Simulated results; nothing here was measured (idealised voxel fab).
Proc. module: voxel self aligned contacts
Xsec cut, 175 nm wide, square cell size 5 nm.
Heads up, the way a cross-section reads in here is a grid of square cells, handed over as bands from the top down, with every band being one or more rows of cells.
For a band, the entry starts with two heights in nm, that of the top and then that of the bottom, and carries on with the band's materials in order from left to right, each alongside its width in nm; the word "full width" beside a single material means it fills the band edge to edge, and "air" means empty space.
Heights are expressed relative to 0, this being the level below which the as-received wafer comprises one material exclusively. The lowest band is unbounded in the downward direction and is denoted as in "0 and below".
The notation "30..40" denotes a width that varies across the rows of cells in the band, beginning at the first number in the top row, finishing at the second number in the bottom row, and changing by an identical amount from each row to the next.
Step note "nothing got changed" = no cross-section cell changed.
In the "Sealed void list" entry, you get each enclosed empty space of 8 cells or more, one with no open way to the top, written width x height at distance, distance from the left edge, in nm.
Where a step's line continues beyond its settings, the continuation is a remark by the simulator itself on that step.
A step's line can hold "overlay nm"; with a mask on that step, the setting says how far right of the planned place the mask lay, while a negative setting says it lay to the left.
Planned step list for the process
step 1: op RECEIVE | material Si
step 2: op CONFORMAL_DEP | material SiO2 | thk nm 5
step 3: op DIRECTIONAL_DEP | material polySi | thk nm 25
step 4: op DIRECTIONAL_DEP | material SiN | thk nm 15
step 5: op DIRECTIONAL_DEP | material aC | thk nm 10
step 6: op PATTERN | tone cover | mask id GATE | material resist | width nm 25 | pitch nm 60 | thk nm 25 | overlay nm 0
step 7: op DIRECTIONAL_ETCH | etch materials aC | depth nm 10
step 8: op STRIP | etch materials resist
step 9: op DIRECTIONAL_ETCH | etch materials SiN | depth nm 15
step 10: op DIRECTIONAL_ETCH | etch materials polySi | depth nm 25
step 11: op STRIP | etch materials aC
step 12: op CONFORMAL_DEP | material SiN | thk nm 5
step 13: op DIRECTIONAL_ETCH | etch materials SiN | depth nm 5
step 14: op FILL_DEP | material SiO2 | thk nm 15
step 15: op CMP | height nm 50
step 16: op MASKED_ETCH | tone open | mask id CONTACT | width nm 45 | etch materials SiO2 | depth nm 50 | overlay nm 0
step 17: op CONFORMAL_DEP | material TiN | thk nm 5
step 18: op FILL_DEP | material W | thk nm 5
step 19: op CMP | height nm 50
step 20: op CONFORMAL_DEP | material SiCN | thk nm 5
Cross-section: wafer on arrival = after step 1
0 and below  Si full width
Sealed void list: none
Wafer at module end, in section. Began as above, planned as above, run with one mistake
55 down to 50  SiCN full width
50 down to 35  40 SiO2, then 5 SiN, then 25 polySi, then 5 SiN, then 5 TiN, then 15 W, then 5 TiN, then 5 SiN, then 25 polySi, then 5 SiN, then 40 SiO2
35 down to 30  40 SiO2, then 5 SiN, then 25 polySi, then 5 SiN, then 25 TiN, then 5 SiN, then 25 polySi, then 5 SiN, then 40 SiO2
30 down to 5  polySi full width
5 down to 0  SiO2 full width
0 and below  Si full width
Sealed void list: none
Deviation noted in wafer processing: step 3 was run twice
